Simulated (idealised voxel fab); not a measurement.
This is a process module. Its name is voxel quadruple lines.
Shown is cross-section cut, with a width of 245 nm and square cells of size 5 nm.
Cross-section layout: square cells on a grid; listed as bands, top to bottom; a band spans one or more cell rows. The entry gives the band's vertical extent as a top height and a bottom height in nm, then its horizontal make-up as materials from left to right, each with a width in nm. "blank" stands for empty space; a single material marked "throughout" fills the band edge to edge. Counting heights begins at 0, where everything beneath is, in the wafer as received, one material. The lowest band has no bottom; it goes on downwards, as "0 nm and below" shows. Width spec "30 to 40" -> top row of cells at first value, bottom row at second value, equal per-row change in between. Any step labelled "left unchanged" changed none of the cells in the cross-section. Enclosed voids (no open way to top), threshold 8 cells or more, entry "Closed void listing", notation width x height at distance, distance from left edge, nm. after a step's settings: what the simulator itself notes on the step. overlay nm: right-of-plan distance of the mask on a masked step; negative values mean left-of-plan.

The following list gives the planned process steps
1: RECEIVE | material Si
2: CONFORMAL_DEP | material Al2O3 | thk nm 5
3: DIRECTIONAL_DEP | material Ru | thk nm 10
4: DIRECTIONAL_DEP | material polySi | thk nm 15
5: DIRECTIONAL_DEP | material aC | thk nm 25
6: PATTERN | tone cover | mask id MANDREL | material resist | width nm 35 | pitch nm 100 | thk nm 30 | overlay nm 0
7: DIRECTIONAL_ETCH | etch materials aC | depth nm 25
8: STRIP | etch materials resist
9: CONFORMAL_DEP | material SiO2 | thk nm 15
10: DIRECTIONAL_ETCH | etch materials SiO2 | depth nm 15
11: STRIP | etch materials aC
12: DIRECTIONAL_ETCH | etch materials polySi | depth nm 15
13: STRIP | etch materials SiO2
14: CONFORMAL_DEP | material SiN | thk nm 10
15: DIRECTIONAL_ETCH | etch materials SiN | depth nm 10
16: STRIP | etch materials polySi
17: DIRECTIONAL_ETCH | etch materials Ru | depth nm 10
18: STRIP | etch materials SiN
19: FILL_DEP | material SiO2 | thk nm 5
20: CMP | height nm 15

Run as planned: first of two wafers

Cross-section of the incoming wafer, state after step 1
  0 nm and below  Si throughout
  Closed void listing: none

After step 2: wafer cross-section
  5 nm to 0 nm  Al2O3 throughout
  Below a height of 0, the structure has not been altered.

After step 3: wafer cross-section
  15 nm to 5 nm  Ru throughout
  Below a height of 5, the structure has not been altered.

After step 4: wafer cross-section
  30 nm to 15 nm  polySi throughout
  Below a height of 15, the structure has not been altered.

After step 5: wafer cross-section
  55 nm to 30 nm  aC throughout
  Below a height of 30, the structure has not been altered.

After step 6: wafer cross-section
  85 nm to 55 nm  blank (55) | resist (35) | blank (65) | resist (35) | blank (55)
  Below a height of 55, the structure has not been altered.

After step 7: wafer cross-section
  60 nm to 55 nm  blank (55) | resist (35) | blank (65) | resist (35) | blank (55)
  55 nm to 30 nm  blank (55) | aC (35) | blank (65) | aC (35) | blank (55)
  Below a height of 30, the structure has not been altered.

After step 8: wafer cross-section
  55 nm to 30 nm  blank (55) | aC (35) | blank (65) | aC (35) | blank (55)
  Below a height of 30, the structure has not been altered.

After step 9: wafer cross-section
  70 nm to 55 nm  blank (40) | SiO2 (65) | blank (35) | SiO2 (65) | blank (40)
  55 nm to 45 nm  blank (40) | SiO2 (15) | aC (35) | SiO2 (15) | blank (35) | SiO2 (15) | aC (35) | SiO2 (15) | blank (40)
  45 nm to 30 nm  SiO2 (55) | aC (35) | SiO2 (65) | aC (35) | SiO2 (55)
  Below a height of 30, the structure has not been altered.

After step 10: wafer cross-section
  55 nm to 30 nm  blank (40) | SiO2 (15) | aC (35) | SiO2 (15) | blank (35) | SiO2 (15) | aC (35) | SiO2 (15) | blank (40)
  Below a height of 30, the structure has not been altered.

After step 11: wafer cross-section
  55 nm to 30 nm  blank (40) | SiO2 (15) | blank (35) | SiO2 (15) | blank (35) | SiO2 (15) | blank (35) | SiO2 (15) | blank (40)
  Below a height of 30, the structure has not been altered.

After step 12: wafer cross-section
  55 nm to 30 nm  blank (40) | SiO2 (15) | blank (35) | SiO2 (15) | blank (35) | SiO2 (15) | blank (35) | SiO2 (15) | blank (40)
  30 nm to 15 nm  blank (40) | polySi (15) | blank (35) | polySi (15) | blank (35) | polySi (15) | blank (35) | polySi (15) | blank (40)
  Below a height of 15, the structure has not been altered.

After step 13: wafer cross-section
  30 nm to 15 nm  blank (40) | polySi (15) | blank (35) | polySi (15) | blank (35) | polySi (15) | blank (35) | polySi (15) | blank (40)
  Below a height of 15, the structure has not been altered.

After step 14: wafer cross-section
  40 nm to 30 nm  blank (30) | SiN (35) | blank (15) | SiN (35) | blank (15) | SiN (35) | blank (15) | SiN (35) | blank (30)
  30 nm to 25 nm  blank (30) | SiN (10) | polySi (15) | SiN (10) | blank (15) | SiN (10) | polySi (15) | SiN (10) | blank (15) | SiN (10) | polySi (15) | SiN (10) | blank (15) | SiN (10) | polySi (15) | SiN (10) | blank (30)
  25 nm to 15 nm  SiN (40) | polySi (15) | SiN (35) | polySi (15) | SiN (35) | polySi (15) | SiN (35) | polySi (15) | SiN (40)
  Below a height of 15, the structure has not been altered.

After step 15: wafer cross-section
  30 nm to 15 nm  blank (30) | SiN (10) | polySi (15) | SiN (10) | blank (15) | SiN (10) | polySi (15) | SiN (10) | blank (15) | SiN (10) | polySi (15) | SiN (10) | blank (15) | SiN (10) | polySi (15) | SiN (10) | blank (30)
  Below a height of 15, the structure has not been altered.

After step 16: wafer cross-section
  30 nm to 15 nm  blank (30) | SiN (10) | blank (15) | SiN (10) | blank (15) | SiN (10) | blank (15) | SiN (10) | blank (15) | SiN (10) | blank (15) | SiN (10) | blank (15) | SiN (10) | blank (15) | SiN (10) | blank (30)
  Below a height of 15, the structure has not been altered.

After step 17: wafer cross-section
  30 nm to 15 nm  blank (30) | SiN (10) | blank (15) | SiN (10) | blank (15) | SiN (10) | blank (15) | SiN (10) | blank (15) | SiN (10) | blank (15) | SiN (10) | blank (15) | SiN (10) | blank (15) | SiN (10) | blank (30)
  15 nm to 5 nm  blank (30) | Ru (10) | blank (15) | Ru (10) | blank (15) | Ru (10) | blank (15) | Ru (10) | blank (15) | Ru (10) | blank (15) | Ru (10) | blank (15) | Ru (10) | blank (15) | Ru (10) | blank (30)
  Below a height of 5, the structure has not been altered.

After step 18: wafer cross-section
  15 nm to 5 nm  blank (30) | Ru (10) | blank (15) | Ru (10) | blank (15) | Ru (10) | blank (15) | Ru (10) | blank (15) | Ru (10) | blank (15) | Ru (10) | blank (15) | Ru (10) | blank (15) | Ru (10) | blank (30)
  Below a height of 5, the structure has not been altered.

After step 19: wafer cross-section
  20 nm to 15 nm  SiO2 throughout
  15 nm to 5 nm  SiO2 (30) | Ru (10) | SiO2 (15) | Ru (10) | SiO2 (15) | Ru (10) | SiO2 (15) | Ru (10) | SiO2 (15) | Ru (10) | SiO2 (15) | Ru (10) | SiO2 (15) | Ru (10) | SiO2 (15) | Ru (10) | SiO2 (30)
  Below a height of 5, the structure has not been altered.

After step 20: wafer cross-section
  15 nm to 5 nm  SiO2 (30) | Ru (10) | SiO2 (15) | Ru (10) | SiO2 (15) | Ru (10) | SiO2 (15) | Ru (10) | SiO2 (15) | Ru (10) | SiO2 (15) | Ru (10) | SiO2 (15) | Ru (10) | SiO2 (15) | Ru (10) | SiO2 (30)
  Below a height of 5, the structure has not been altered.

Now the other wafer: same start, same recipe, but we messed up one thing when running it. Up to and including step 5 it's the same as the first one

Second wafer cross-section, taken as of the time the plan sets for step 6 to be done
  85 nm to 55 nm  blank (60) | resist (30) | blank (70) | resist (30) | blank (55)
  Below a height of 55, the structure has not been altered.

Second wafer cross-section, taken as of the time the plan sets for step 7 to be done
  60 nm to 55 nm  blank (60) | resist (30) | blank (70) | resist (30) | blank (55)
  55 nm to 30 nm  blank (60) | aC (30) | blank (70) | aC (30) | blank (55)
  Below a height of 30, the structure has not been altered.

Second wafer cross-section, taken as of the time the plan sets for step 8 to be done
  55 nm to 30 nm  blank (60) | aC (30) | blank (70) | aC (30) | blank (55)
  Below a height of 30, the structure has not been altered.

Second wafer cross-section, taken as of the time the plan sets for step 9 to be done
  70 nm to 55 nm  blank (45) | SiO2 (60) | blank (40) | SiO2 (60) | blank (40)
  55 nm to 45 nm  blank (45) | SiO2 (15) | aC (30) | SiO2 (15) | blank (40) | SiO2 (15) | aC (30) | SiO2 (15) | blank (40)
  45 nm to 30 nm  SiO2 (60) | aC (30) | SiO2 (70) | aC (30) | SiO2 (55)
  Below a height of 30, the structure has not been altered.

Second wafer cross-section, taken as of the time the plan sets for step 10 to be done
  55 nm to 30 nm  blank (45) | SiO2 (15) | aC (30) | SiO2 (15) | blank (40) | SiO2 (15) | aC (30) | SiO2 (15) | blank (40)
  Below a height of 30, the structure has not been altered.

Second wafer cross-section, taken as of the time the plan sets for step 11 to be done
  55 nm to 30 nm  blank (45) | SiO2 (15) | blank (30) | SiO2 (15) | blank (40) | SiO2 (15) | blank (30) | SiO2 (15) | blank (40)
  Below a height of 30, the structure has not been altered.

Second wafer cross-section, taken as of the time the plan sets for step 12 to be done
  55 nm to 30 nm  blank (45) | SiO2 (15) | blank (30) | SiO2 (15) | blank (40) | SiO2 (15) | blank (30) | SiO2 (15) | blank (40)
  30 nm to 15 nm  blank (45) | polySi (15) | blank (30) | polySi (15) | blank (40) | polySi (15) | blank (30) | polySi (15) | blank (40)
  Below a height of 15, the structure has not been altered.

Second wafer cross-section, taken as of the time the plan sets for step 13 to be done
  30 nm to 15 nm  blank (45) | polySi (15) | blank (30) | polySi (15) | blank (40) | polySi (15) | blank (30) | polySi (15) | blank (40)
  Below a height of 15, the structure has not been altered.

Second wafer cross-section, taken as of the time the plan sets for step 14 to be done
  40 nm to 30 nm  blank (35) | SiN (35) | blank (10) | SiN (35) | blank (20) | SiN (35) | blank (10) | SiN (35) | blank (30)
  30 nm to 25 nm  blank (35) | SiN (10) | polySi (15) | SiN (10) | blank (10) | SiN (10) | polySi (15) | SiN (10) | blank (20) | SiN (10) | polySi (15) | SiN (10) | blank (10) | SiN (10) | polySi (15) | SiN (10) | blank (30)
  25 nm to 15 nm  SiN (45) | polySi (15) | SiN (30) | polySi (15) | SiN (40) | polySi (15) | SiN (30) | polySi (15) | SiN (40)
  Below a height of 15, the structure has not been altered.

Second wafer cross-section, taken as of the time the plan sets for step 15 to be done
  30 nm to 15 nm  blank (35) | SiN (10) | polySi (15) | SiN (10) | blank (10) | SiN (10) | polySi (15) | SiN (10) | blank (20) | SiN (10) | polySi (15) | SiN (10) | blank (10) | SiN (10) | polySi (15) | SiN (10) | blank (30)
  Below a height of 15, the structure has not been altered.

Second wafer cross-section, taken as of the time the plan sets for step 16 to be done
  30 nm to 15 nm  blank (35) | SiN (10) | blank (15) | SiN (10) | blank (10) | SiN (10) | blank (15) | SiN (10) | blank (20) | SiN (10) | blank (15) | SiN (10) | blank (10) | SiN (10) | blank (15) | SiN (10) | blank (30)
  Below a height of 15, the structure has not been altered.

Second wafer cross-section, taken as of the time the plan sets for step 17 to be done
  30 nm to 15 nm  blank (35) | SiN (10) | blank (15) | SiN (10) | blank (10) | SiN (10) | blank (15) | SiN (10) | blank (20) | SiN (10) | blank (15) | SiN (10) | blank (10) | SiN (10) | blank (15) | SiN (10) | blank (30)
  15 nm to 5 nm  blank (35) | Ru (10) | blank (15) | Ru (10) | blank (10) | Ru (10) | blank (15) | Ru (10) | blank (20) | Ru (10) | blank (15) | Ru (10) | blank (10) | Ru (10) | blank (15) | Ru (10) | blank (30)
  Below a height of 5, the structure has not been altered.

Second wafer cross-section, taken as of the time the plan sets for step 18 to be done
  15 nm to 5 nm  blank (35) | Ru (10) | blank (15) | Ru (10) | blank (10) | Ru (10) | blank (15) | Ru (10) | blank (20) | Ru (10) | blank (15) | Ru (10) | blank (10) | Ru (10) | blank (15) | Ru (10) | blank (30)
  Below a height of 5, the structure has not been altered.

Second wafer cross-section, taken as of the time the plan sets for step 19 to be done
  20 nm to 15 nm  SiO2 throughout
  15 nm to 5 nm  SiO2 (35) | Ru (10) | SiO2 (15) | Ru (10) | SiO2 (10) | Ru (10) | SiO2 (15) | Ru (10) | SiO2 (20) | Ru (10) | SiO2 (15) | Ru (10) | SiO2 (10) | Ru (10) | SiO2 (15) | Ru (10) | SiO2 (30)
  Below a height of 5, the structure has not been altered.

Second wafer cross-section, taken as of the time the plan sets for step 20 to be done
  15 nm to 5 nm  SiO2 (35) | Ru (10) | SiO2 (15) | Ru (10) | SiO2 (10) | Ru (10) | SiO2 (15) | Ru (10) | SiO2 (20) | Ru (10) | SiO2 (15) | Ru (10) | SiO2 (10) | Ru (10) | SiO2 (15) | Ru (10) | SiO2 (30)
  Below a height of 5, the structure has not been altered.
Diagnosis: step 6 did not use the planned setting and instead ran as PATTERN | tone cover | mask id MANDREL | material resist | width nm 30 | pitch nm 100 | thk nm 30 | overlay nm 0
Heads up: at the end the two wafers have identical cell counts per material, they're just laid out differently.
